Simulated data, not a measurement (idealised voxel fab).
The document below concerns the process module designated voxel ribs on slabs.
This is section cut - it's 270 nm across, gridded in 5 nm square cells.
We lay out every cross-section as a grid of square cells and spell it out in bands from the top down, where one band means one or more rows of cells.
Basically the band line says how high the top is and how high the bottom is, in nm, and then what's in it from left to right, every material with its width in nm. Empty space shows up as "empty", and if a single material carries "throughout" it runs the full band edge to edge.
For the purposes of this specification, 0 denotes the height below which the wafer in its as-received condition is composed wholly of one material, and the lowermost band, lacking a lower limit, extends downward without end, as expressed in "0..down".
Read "30..40" as a graded width: first number on top, second number at the bottom, same change between each pair of neighbouring rows.
What does "changes: none" mean for a step? It means no cell of the cross-section changed in that step.
Enclosed voids (no open way to top), threshold 8 cells or more, entry "Closed-off voids", notation width x height at distance, distance from left edge, nm.
That trailing text on a step's line, after the settings, is the simulator's own remark on the step.
overlay nm, on a step with a mask: how far to the right of its planned place the mask lay; to the left if negative

**Intended process steps**
1: RECEIVE | material Si
2: DIRECTIONAL_DEP | material SiO2 | thk nm 20
3: DIRECTIONAL_DEP | material polySi | thk nm 20
4: DIRECTIONAL_DEP | material aC | thk nm 10
5: PATTERN | tone cover | mask id RIB | material resist | width nm 20 | thk nm 30 | overlay nm 0
6: DIRECTIONAL_ETCH | etch materials aC | depth nm 10
7: STRIP | etch materials resist
8: DIRECTIONAL_ETCH | etch materials polySi | depth nm 15
9: STRIP | etch materials aC
10: PATTERN | tone cover | mask id SLAB | material resist | width nm 60 | thk nm 15 | overlay nm 0
11: DIRECTIONAL_ETCH | etch materials polySi | depth nm 5
12: STRIP | etch materials resist
13: FILL_DEP | material SiO2 | thk nm 25
14: CMP | height nm 55
15: DIRECTIONAL_DEP | material W | thk nm 5
16: PATTERN | tone cover | mask id HEATER | material resist | width nm 30 | thk nm 20 | overlay nm 0
17: DIRECTIONAL_ETCH | etch materials W | depth nm 5
18: STRIP | etch materials resist
19: CONFORMAL_DEP | material SiN | thk nm 5

**So, the first of our two wafers, run just as we planned it**

**Delivered wafer in cross-section: state after step 1**
    0..down: Si throughout
    Closed-off voids: none

**Wafer xsec, post step 2**
    20..0: SiO2 throughout
    Rest of section, below 0: as before.

**Wafer xsec, post step 3**
    40..20: polySi throughout
    Rest of section, below 20: as before.

**Wafer xsec, post step 4**
    50..40: aC throughout
    Rest of section, below 40: as before.

**Wafer xsec, post step 5**
    80..50: empty: 125  resist: 20  empty: 125
    Rest of section, below 50: as before.

**Wafer xsec, post step 6**
    70..50: empty: 125  resist: 20  empty: 125
    50..40: empty: 125  aC: 20  empty: 125
    Rest of section, below 40: as before.

**Wafer xsec, post step 7**
    50..40: empty: 125  aC: 20  empty: 125
    Rest of section, below 40: as before.

**Wafer xsec, post step 8**
    50..40: empty: 125  aC: 20  empty: 125
    40..25: empty: 125  polySi: 20  empty: 125
    Rest of section, below 25: as before.

**Wafer xsec, post step 9**
    40..25: empty: 125  polySi: 20  empty: 125
    Rest of section, below 25: as before.

**Wafer xsec, post step 10**
    55..40: empty: 105  resist: 60  empty: 105
    40..25: empty: 105  resist: 20  polySi: 20  resist: 20  empty: 105
    Rest of section, below 25: as before.

**Wafer xsec, post step 11**
    55..40: empty: 105  resist: 60  empty: 105
    40..25: empty: 105  resist: 20  polySi: 20  resist: 20  empty: 105
    25..20: empty: 105  polySi: 60  empty: 105
    Rest of section, below 20: as before.

**Wafer xsec, post step 12**
    40..25: empty: 125  polySi: 20  empty: 125
    Rest of section, below 25: as before.

**Wafer xsec, post step 13**
    65..40: SiO2 throughout
    40..25: SiO2: 125  polySi: 20  SiO2: 125
    25..20: SiO2: 105  polySi: 60  SiO2: 105
    Rest of section, below 20: as before.

**Wafer xsec, post step 14**
    55..40: SiO2 throughout
    Rest of section, below 40: as before.

**Wafer xsec, post step 15**
    60..55: W throughout
    Rest of section, below 55: as before.

**Wafer xsec, post step 16**
    80..60: empty: 120  resist: 30  empty: 120
    Rest of section, below 60: as before.

**Wafer xsec, post step 17**
    80..60: empty: 120  resist: 30  empty: 120
    60..55: empty: 120  W: 30  empty: 120
    Rest of section, below 55: as before.

**Wafer xsec, post step 18**
    60..55: empty: 120  W: 30  empty: 120
    Rest of section, below 55: as before.

**Wafer xsec, post step 19**
    65..60: empty: 115  SiN: 40  empty: 115
    60..55: SiN: 120  W: 30  SiN: 120
    Rest of section, below 55: as before.

**The second wafer: identical to the first at the outset and in its planned sequence, differing only in that one mistake was made during processing; up to and including step 1, its path is the first wafer's path**

**Cross-section: second wafer, time at which step 2 was scheduled to end**
    25..0: SiO2 throughout
    Rest of section, below 0: as before.

**Cross-section: second wafer, time at which step 3 was scheduled to end**
    45..25: polySi throughout
    Rest of section, below 25: as before.

**Cross-section: second wafer, time at which step 4 was scheduled to end**
    55..45: aC throughout
    Rest of section, below 45: as before.

**Cross-section: second wafer, time at which step 5 was scheduled to end**
    85..55: empty: 125  resist: 20  empty: 125
    Rest of section, below 55: as before.

**Cross-section: second wafer, time at which step 6 was scheduled to end**
    75..55: empty: 125  resist: 20  empty: 125
    55..45: empty: 125  aC: 20  empty: 125
    Rest of section, below 45: as before.

**Cross-section: second wafer, time at which step 7 was scheduled to end**
    55..45: empty: 125  aC: 20  empty: 125
    Rest of section, below 45: as before.

**Cross-section: second wafer, time at which step 8 was scheduled to end**
    55..45: empty: 125  aC: 20  empty: 125
    45..30: empty: 125  polySi: 20  empty: 125
    Rest of section, below 30: as before.

**Cross-section: second wafer, time at which step 9 was scheduled to end**
    45..30: empty: 125  polySi: 20  empty: 125
    Rest of section, below 30: as before.

**Cross-section: second wafer, time at which step 10 was scheduled to end**
    60..45: empty: 105  resist: 60  empty: 105
    45..30: empty: 105  resist: 20  polySi: 20  resist: 20  empty: 105
    Rest of section, below 30: as before.

**Cross-section: second wafer, time at which step 11 was scheduled to end**
    60..45: empty: 105  resist: 60  empty: 105
    45..30: empty: 105  resist: 20  polySi: 20  resist: 20  empty: 105
    30..25: empty: 105  polySi: 60  empty: 105
    Rest of section, below 25: as before.

**Cross-section: second wafer, time at which step 12 was scheduled to end**
    45..30: empty: 125  polySi: 20  empty: 125
    Rest of section, below 30: as before.

**Cross-section: second wafer, time at which step 13 was scheduled to end**
    70..45: SiO2 throughout
    45..30: SiO2: 125  polySi: 20  SiO2: 125
    30..25: SiO2: 105  polySi: 60  SiO2: 105
    Rest of section, below 25: as before.

**Cross-section: second wafer, time at which step 14 was scheduled to end**
    55..45: SiO2 throughout
    Rest of section, below 45: as before.

**Cross-section: second wafer, time at which step 15 was scheduled to end**
    60..55: W throughout
    Rest of section, below 55: as before.

**Cross-section: second wafer, time at which step 16 was scheduled to end**
    80..60: empty: 120  resist: 30  empty: 120
    Rest of section, below 60: as before.

**Cross-section: second wafer, time at which step 17 was scheduled to end**
    80..60: empty: 120  resist: 30  empty: 120
    60..55: empty: 120  W: 30  empty: 120
    Rest of section, below 55: as before.

**Cross-section: second wafer, time at which step 18 was scheduled to end**
    60..55: empty: 120  W: 30  empty: 120
    Rest of section, below 55: as before.

**Cross-section: second wafer, time at which step 19 was scheduled to end**
    65..60: empty: 115  SiN: 40  empty: 115
    60..55: SiN: 120  W: 30  SiN: 120
    Rest of section, below 55: as before.
The plan and the run diverged here: off-plan run, step 2, actual operation and settings DIRECTIONAL_DEP | material SiO2 | thk nm 25
Final wafers compared: equal cell tally per material, rearranged layout.
